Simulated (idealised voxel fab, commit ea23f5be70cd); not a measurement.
The process module presented herein is designated voxel ribs on slabs.
The cross-section shown here is cut; it is 260 nm wide and divided into square cells measuring 5 nm on a side.
Notation: cross-section as square-cell grid; stated in bands, top first, going down; one or more cell rows per band.
Look at the band entry: it leads with the top's height and the bottom's height in nm. Then it lists the materials left to right, with a width in nm for each. The word "throughout" on a single material says that material fills the band edge to edge. The word "empty" is empty space.
Heights from 0 (as-received wafer is one material below). Bottom band endless downward, as "0 nm and below".
Read "30..40" as a graded width: first number on top, second number at the bottom, same change between each pair of neighbouring rows.
Any step labelled "identical to before" changed none of the cells in the cross-section.
In "Voids, sealed" the enclosed voids are listed, meaning empty spaces of 8 cells or larger without any opening to the top. The form is width x height at distance, distance from the left edge, units nm.
Note: text after step settings on the step line = simulator remark on that step.
When a step includes a mask, the "overlay nm" setting on its line states how far to the right of its planned place that mask lay, and negative values state how far to the left.
Planned step list for the process:
| 1 | RECEIVE: material Si |
| 2 | DIRECTIONAL_DEP: material SiO2, thk nm 20 |
| 3 | DIRECTIONAL_DEP: material polySi, thk nm 25 |
| 4 | MASKED_ETCH: tone cover, mask id RIB, width nm 20, etch materials polySi, depth nm 20, overlay nm 0 |
| 5 | DIRECTIONAL_DEP: material aC, thk nm 15 |
| 6 | PATTERN: tone cover, mask id SLAB, material resist, width nm 60, thk nm 35, overlay nm 0 |
| 7 | DIRECTIONAL_ETCH: etch materials aC, depth nm 15 |
| 8 | STRIP: etch materials resist |
| 9 | DIRECTIONAL_ETCH: etch materials polySi, depth nm 5 |
| 10 | STRIP: etch materials aC |
| 11 | FILL_DEP: material SiO2, thk nm 15 |
| 12 | CMP: height nm 55 |
| 13 | DIRECTIONAL_DEP: material TiN, thk nm 5 |
| 14 | DIRECTIONAL_DEP: material aC, thk nm 10 |
| 15 | PATTERN: tone cover, mask id HEATER, material resist, width nm 30, thk nm 30, overlay nm 0 |
| 16 | DIRECTIONAL_ETCH: etch materials aC, depth nm 10 |
| 17 | STRIP: etch materials resist |
| 18 | DIRECTIONAL_ETCH: etch materials TiN, depth nm 5 |
| 19 | STRIP: etch materials aC |
| 20 | CONFORMAL_DEP: material SiN, thk nm 10 |
Wafer cross-section on receipt, i.e. after step 1:
	0 nm and below  Si throughout
	Voids, sealed: none
First of two wafers at the end of the module, shown in cross-section; run carried out as planned:
	70 nm to 65 nm  empty 105 / SiN 50 / empty 105
	65 nm to 60 nm  SiN throughout
	60 nm to 55 nm  SiN 115 / TiN 30 / SiN 115
	55 nm to 45 nm  SiO2 throughout
	45 nm to 25 nm  SiO2 120 / polySi 20 / SiO2 120
	25 nm to 20 nm  SiO2 100 / polySi 60 / SiO2 100
	20 nm to 0 nm  SiO2 throughout
	0 nm and below  Si throughout
	Voids, sealed: none
Second wafer cross-section at end of module - shared start and plan with the first, one mistake in the run:
	70 nm to 65 nm  empty 105 / SiN 50 / empty 105
	65 nm to 60 nm  SiN throughout
	60 nm to 55 nm  SiN 115 / TiN 30 / SiN 115
	55 nm to 45 nm  SiO2 120 / polySi 20 / SiO2 120
	45 nm to 40 nm  SiO2 100 / polySi 60 / SiO2 100
	40 nm to 0 nm  SiO2 throughout
	0 nm and below  Si throughout
	Voids, sealed: none
Error vs. plan: twice over, step 2 of the plan was run
Upon completion, the second wafer contains, in terms of cells, a greater or smaller amount of certain materials than the first wafer: 8 more of SiO2; 8 fewer of polySi
